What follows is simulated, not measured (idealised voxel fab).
process module | voxel double patterning
cross-section cut | 240 nm wide | cells 5 nm
A cross-section is a grid of square cells, given in bands from the top down. A band is one or more rows of cells.
Each band's line starts with the height of the band's top and of its bottom, in nm. Then come its materials from left to right, each with its width in nm. One material with "throughout" fills the band from edge to edge. "air" is empty space.
Height 0 is the level under which the wafer as received is all one material. The lowest band goes on downwards, as in "0 down".
A width such as "30 to 40" changes by the same amount from each row of cells to the next, from the band's top row to its bottom row.
"no change" after a step means that no cell of the cross-section changed.
closed voids: empty space of 8 cells or more with no open way to the top, each as width x height at its distance from the left edge, in nm
after a step's settings: what the simulator itself notes on the step
overlay nm, on a step with a mask: how far to the right of its planned place the mask lay; to the left if negative
plan
1 op RECEIVE | material Si
2 op CONFORMAL_DEP | material SiO2 | thk nm 5
3 op DIRECTIONAL_DEP | material TiN | thk nm 20
4 op DIRECTIONAL_DEP | material SiN | thk nm 10
5 op PATTERN | tone open | mask id FIRST | material resist | width nm 15 | pitch nm 50 | thk nm 15 | overlay nm 0
6 op DIRECTIONAL_ETCH | etch materials SiN | depth nm 10
7 op STRIP | etch materials resist
8 op PATTERN | tone open | mask id SECOND | material resist | width nm 15 | thk nm 15 | overlay nm 0
9 op DIRECTIONAL_ETCH | etch materials SiN | depth nm 10
10 op STRIP | etch materials resist
11 op DIRECTIONAL_ETCH | etch materials TiN | depth nm 20
12 op STRIP | etch materials SiN
as received, after step 1
  0 down: Si throughout
  closed voids: none
a wafer at the end: this start, this plan, one mistake
  25 to 5: TiN 85 | air 15 | TiN 10 | air 15 | TiN 10 | air 15 | TiN 90
  5 to 0: TiN throughout
  0 down: Si throughout
  closed voids: none
what went wrong: step 2 ran as: op CONFORMAL_DEP | material TiN | thk nm 5
